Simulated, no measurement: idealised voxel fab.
The following process module bears the name voxel gate over fins.
FYI the section here is cut, 235 nm wide, cells are 5 nm squares.
In this document a cross-section is written as a grid of square cells. It is given as a series of bands, listed from the top down, and a band is one or more rows of cells.
Read a band's entry like this: the first values are the height of its top and the height of its bottom in nm, and what follows is the sequence of materials from left to right, each with its width in nm. Note that "empty" is empty space, and that a single material marked "edge to edge" reaches across the band from edge to edge.
Heads up on the height convention: 0 is the point under which the incoming wafer is all one material, and the lowest band has no bottom, it just keeps going down, like "z 0 and below".
Note: "30..40" means the width goes from the first number (top row of the band) to the second number (bottom row) in equal steps per row of cells.
Key: "same as before" - step with no changed cell in the cross-section.
Non-vented voids: empty space of 8 cells or more with no open way to the top, each as width x height at its distance from the left edge, in nm
It should be noted that, on the line of a given step, the content following the step's settings is a remark produced by the simulator itself with respect to that step.
When a step includes a mask, the "overlay nm" setting on its line states how far to the right of its planned place that mask lay, and negative values state how far to the left.
Process steps foreseen in the plan:
step 1: RECEIVE: material Si
step 2: CONFORMAL_DEP: material SiN, thk nm 10
step 3: PATTERN: tone cover, mask id FINS, material resist, width nm 15, pitch nm 45, thk nm 20, overlay nm 0
step 4: DIRECTIONAL_ETCH: etch materials SiN, depth nm 10
step 5: DIRECTIONAL_ETCH: etch materials Si, depth nm 40
step 6: STRIP: etch materials resist
step 7: FILL_DEP: material SiO2, thk nm 5
step 8: CMP: height nm 10
step 9: SELECTIVE_ETCH: etch materials SiO2, depth nm 25
step 10: STRIP: etch materials SiN
step 11: CONFORMAL_DEP: material HfO2, thk nm 5
step 12: CONFORMAL_DEP: material TiN, thk nm 5
step 13: CONFORMAL_DEP: material TiAl, thk nm 5
step 14: CONFORMAL_DEP: material TiN, thk nm 5
step 15: FILL_DEP: material W, thk nm 15
step 16: CMP: height nm 30
step 17: CONFORMAL_DEP: material SiN, thk nm 5
The plan's step 3 width nm is the first wafer's value; the wafers differ in this setting and start identical.
So this is the first of several wafers, cross-sectioned as it came to us, meaning it's at the end of step 1:
  z 0 and below | Si edge to edge
  Non-vented voids: none
So in this table every wafer gets its own row, and what you see is where it stands at the end of the module: for each material, how many cells it picked up (+) or gave up (-) since we received it, and after that its closed voids:
width nm 15 | +59 HfO2 | -328 Si | +47 SiN | +205 SiO2 | +59 TiAl | +112 TiN | +175 W | Non-vented voids: none
width nm 20 | +59 HfO2 | -312 Si | +47 SiN | +195 SiO2 | +56 TiAl | +112 TiN | +172 W | Non-vented voids: none
width nm 25 | +59 HfO2 | -296 Si | +47 SiN | +185 SiO2 | +53 TiAl | +112 TiN | +169 W | Non-vented voids: none
width nm 30 | +59 HfO2 | -280 Si | +47 SiN | +175 SiO2 | +53 TiAl | +109 TiN | +166 W | Non-vented voids: none
